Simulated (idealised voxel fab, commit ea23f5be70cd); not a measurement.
Process module under the name voxel lift off
Section cut is 260 nm wide and gridded with 5 nm square cells.
When this document writes out a cross-section, it uses a grid of square cells and lists it as bands, beginning at the top and moving down, with a band standing for one or more rows of cells.
Heights first: top, then bottom, in nm. Then materials, left to right, each with a width in nm. "full width" on a single material: fills the band edge to edge. "air": empty space.
All heights in this document are referenced to 0, defined as the level beneath which the wafer, as received, consists entirely of one material. The lowest band is not bounded below; it extends indefinitely downward and is written in the form "0 -> down".
Graded width ("30 to 40"): value in top row of band = first number; value in bottom row = second number; row-to-row change constant.
A step reported as "everything unchanged" is a step in which no cell of the cross-section changed.
This entry, "Cavities, sealed", enumerates those empty regions of no fewer than 8 cells that possess no open connection to the top. Each region is reported in the form width x height at distance, the distance being taken from the left edge, with all three quantities expressed in nm.
The remark found on a step's line after its settings is issued by the simulator itself and pertains to that step.
overlay nm, on a step with a mask: how far to the right of its planned place the mask lay; to the left if negative

These are the steps we planned for the process
1. RECEIVE (material Si)
2. CONFORMAL_DEP (material SiO2; thk nm 5)
3. PATTERN (tone open; mask id LINES; material resist; width nm 25; pitch nm 45; thk nm 20; overlay nm 0)
4. DIRECTIONAL_DEP (material Ru; thk nm 10)
5. STRIP (etch materials resist)
6. CONFORMAL_DEP (material SiCN; thk nm 10)

As received (post step 1): cross-section
    0 -> down | Si full width
    Cavities, sealed: none

The first of the two wafers as seen in cross-section once the module was finished; processing followed the plan
    25 -> 15 | air: 60  SiCN: 135  air: 65
    15 -> 5 | SiCN: 70  Ru: 25  SiCN: 20  Ru: 25  SiCN: 20  Ru: 25  SiCN: 75
    5 -> 0 | SiO2 full width
    0 -> down | Si full width
    Cavities, sealed: none

What the second wafer looks like in cross-section once the module is done. Its start and its plan matched the first wafer's exactly; what differed was one mistake in how it was run
    25 -> 15 | air: 65  SiCN: 35  air: 10  SiCN: 35  air: 10  SiCN: 35  air: 70
    15 -> 5 | SiCN: 75  Ru: 15  SiCN: 30  Ru: 15  SiCN: 30  Ru: 15  SiCN: 80
    5 -> 0 | SiO2 full width
    0 -> down | Si full width
    Cavities, sealed: none
What broke from the plan during processing? the process deviated at step 3: the operation and settings actually run there were PATTERN (tone open; mask id LINES; material resist; width nm 15; pitch nm 45; thk nm 20; overlay nm 0)
Wafer comparison, final, in cells, second relative to first, materials more or fewer: Ru -12
